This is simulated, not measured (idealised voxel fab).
This section sets out a process module, namely voxel transistor to metal.
Cross-sectional view cut (width: 300 nm; square cell size: 5 nm).
A cross-section in this document is a grid of square cells, and it is written down as bands, the top band listed before the ones below it; a band is made up of one or more rows of cells.
The band entry comprises the height of the band's top followed by the height of its bottom, expressed in nm, and subsequently the band's materials from left to right, each stated together with its width in nm. Where a single material is marked with the word "edge to edge", that material fills the band from edge to edge. The word "blank" represents empty space.
A quick word on heights: they are counted from 0, and under that level the wafer as it came to us is one material throughout. The lowest band is different from the rest in having no bottom; it simply continues downward, written as in "0 nm and below".
Note: "30 to 40" means the width goes from the first number (top row of the band) to the second number (bottom row) in equal steps per row of cells.
Where the words "nothing different" appear for a step, the cross-section shows no cell changed by that step; every cell remained as before.
So "Voids, enclosed" is basically the list of trapped voids: any empty space of 8 cells or more that can't reach the top through an opening. They're written width x height at distance, the distance being from the left edge, and it's all nm.
Read whatever lies past the settings on a step's line as the simulator's own remark about the step.
overlay nm: where the mask lay relative to plan, measured to the right, on steps with a mask; negatives go left.
-- Below is the list of planned process steps
1) RECEIVE,material Si
2) OXIDIZE,depth nm 5
3) CONFORMAL_DEP,material SiN,thk nm 10
4) MASKED_ETCH,tone cover,mask id ACTIVE,width nm 110,pitch nm 130,etch materials SiN,depth nm 10,overlay nm 0
5) MASKED_ETCH,tone cover,mask id ACTIVE,width nm 110,pitch nm 130,etch materials SiO2,depth nm 5,overlay nm 0
6) MASKED_ETCH,tone cover,mask id ACTIVE,width nm 110,pitch nm 130,etch materials Si,depth nm 20,overlay nm 0
7) FILL_DEP,material SiO2,thk nm 5
8) CMP,height nm 10
9) SELECTIVE_ETCH,etch materials SiO2,depth nm 10
10) STRIP,etch materials SiN
11) SELECTIVE_ETCH,etch materials SiO2,depth nm 5
12) OXIDIZE,depth nm 5
13) DIRECTIONAL_DEP,material polySi,thk nm 20
14) DIRECTIONAL_DEP,material SiCN,thk nm 10
15) DIRECTIONAL_DEP,material aC,thk nm 15
16) PATTERN,tone cover,mask id GATE,material resist,width nm 30,pitch nm 130,thk nm 30,overlay nm 0
17) DIRECTIONAL_ETCH,etch materials aC,depth nm 15
18) STRIP,etch materials resist
19) DIRECTIONAL_ETCH,etch materials SiCN,depth nm 20
20) DIRECTIONAL_ETCH,etch materials polySi,depth nm 30
21) STRIP,etch materials aC
22) CONFORMAL_DEP,material SiO2,thk nm 5
23) DIRECTIONAL_ETCH,etch materials SiO2,depth nm 5
24) CONFORMAL_DEP,material SiN,thk nm 5
25) DIRECTIONAL_ETCH,etch materials SiN,depth nm 5
26) DIRECTIONAL_ETCH,etch materials SiO2,depth nm 5
27) DIRECTIONAL_ETCH,etch materials Si,depth nm 15
28) EPI,material SiGe,thk nm 15
29) FILL_DEP,material SiO2,thk nm 10
30) CMP,height nm 15
31) STRIP,etch materials polySi
32) SELECTIVE_ETCH,etch materials SiO2,depth nm 5
33) CONFORMAL_DEP,material HfO2,thk nm 5
34) CONFORMAL_DEP,material TiN,thk nm 5
35) FILL_DEP,material W,thk nm 10
36) CMP,height nm 10
37) DIRECTIONAL_DEP,material SiO2,thk nm 10
38) MASKED_ETCH,tone open,mask id CONTACT,width nm 15,etch materials SiO2,depth nm 30,overlay nm 0
39) CONFORMAL_DEP,material TiN,thk nm 5
40) FILL_DEP,material W,thk nm 5
41) CMP,height nm 20
42) CONFORMAL_DEP,material SiCN,thk nm 5
43) DIRECTIONAL_DEP,material SiO2,thk nm 15
44) DIRECTIONAL_DEP,material aC,thk nm 15
45) PATTERN,tone open,mask id METAL_1,material resist,width nm 15,thk nm 35,overlay nm 0
46) DIRECTIONAL_ETCH,etch materials aC,depth nm 15
47) STRIP,etch materials resist
48) DIRECTIONAL_ETCH,etch materials SiO2,depth nm 15
49) DIRECTIONAL_ETCH,etch materials SiCN,depth nm 5
50) STRIP,etch materials aC
51) CONFORMAL_DEP,material TiN,thk nm 5
52) FILL_DEP,material W,thk nm 10
53) CMP,height nm 40
54) CONFORMAL_DEP,material SiN,thk nm 5
-- Wafer as received: cross-section following step 1
	0 nm and below | Si edge to edge
	Voids, enclosed: none
-- Post-module cross-section: identical start and plan to those above, one misstep in execution
	45 nm to 40 nm | W edge to edge
	40 nm to 25 nm | SiO2: 40 | TiN: 5 | W: 5 | TiN: 5 | SiO2: 60 | TiN: 5 | W: 5 | TiN: 5 | SiO2: 40 | TiN: 5 | W: 5 | TiN: 5 | SiO2: 60 | TiN: 5 | W: 5 | TiN: 5 | SiO2: 40
	25 nm to 20 nm | SiCN: 40 | TiN: 15 | SiCN: 60 | TiN: 15 | SiCN: 40 | TiN: 15 | SiCN: 60 | TiN: 15 | SiCN: 40
	20 nm to 10 nm | SiO2: 40 | TiN: 5 | W: 5 | TiN: 5 | SiO2: 60 | TiN: 5 | W: 5 | TiN: 5 | SiO2: 40 | TiN: 5 | W: 5 | TiN: 5 | SiO2: 60 | TiN: 5 | W: 5 | TiN: 5 | SiO2: 40
	10 nm to 5 nm | SiO2: 40 | TiN: 15 | SiO2: 5 | SiN: 5 | HfO2: 5 | TiN: 5 | W: 20 | TiN: 5 | HfO2: 5 | SiN: 5 | SiO2: 5 | TiN: 15 | SiO2: 40 | TiN: 15 | SiO2: 5 | SiN: 5 | HfO2: 5 | TiN: 5 | W: 20 | TiN: 5 | HfO2: 5 | SiN: 5 | SiO2: 5 | TiN: 15 | SiO2: 40
	5 nm to 0 nm | SiO2: 40 | TiN: 5 | SiGe: 15 | SiN: 5 | HfO2: 5 | TiN: 5 | W: 20 | TiN: 5 | HfO2: 5 | SiN: 5 | SiGe: 15 | TiN: 5 | SiO2: 40 | TiN: 5 | SiGe: 15 | SiN: 5 | HfO2: 5 | TiN: 5 | W: 20 | TiN: 5 | HfO2: 5 | SiN: 5 | SiGe: 15 | TiN: 5 | SiO2: 40
	0 nm to -5 nm | SiO2: 40 | TiN: 5 | SiGe: 15 | SiN: 5 | HfO2: 5 | TiN: 30 | HfO2: 5 | SiN: 5 | SiGe: 15 | TiN: 5 | SiO2: 40 | TiN: 5 | SiGe: 15 | SiN: 5 | HfO2: 5 | TiN: 30 | HfO2: 5 | SiN: 5 | SiGe: 15 | TiN: 5 | SiO2: 40
	-5 nm to -10 nm | SiO2: 40 | TiN: 5 | SiGe: 15 | SiO2: 5 | HfO2: 40 | SiO2: 5 | SiGe: 15 | TiN: 5 | SiO2: 40 | TiN: 5 | SiGe: 15 | SiO2: 5 | HfO2: 40 | SiO2: 5 | SiGe: 15 | TiN: 5 | SiO2: 40
	-10 nm to -25 nm | SiO2: 30 | SiGe: 30 | Si: 50 | SiGe: 30 | SiO2: 20 | SiGe: 30 | Si: 50 | SiGe: 30 | SiO2: 30
	-25 nm and below | Si edge to edge
	Voids, enclosed: none
It is concluded that the wafer was processed incorrectly with respect to the plan, in that step 54 was processed under conditions differing from the plan, specifically as CONFORMAL_DEP,material W,thk nm 5
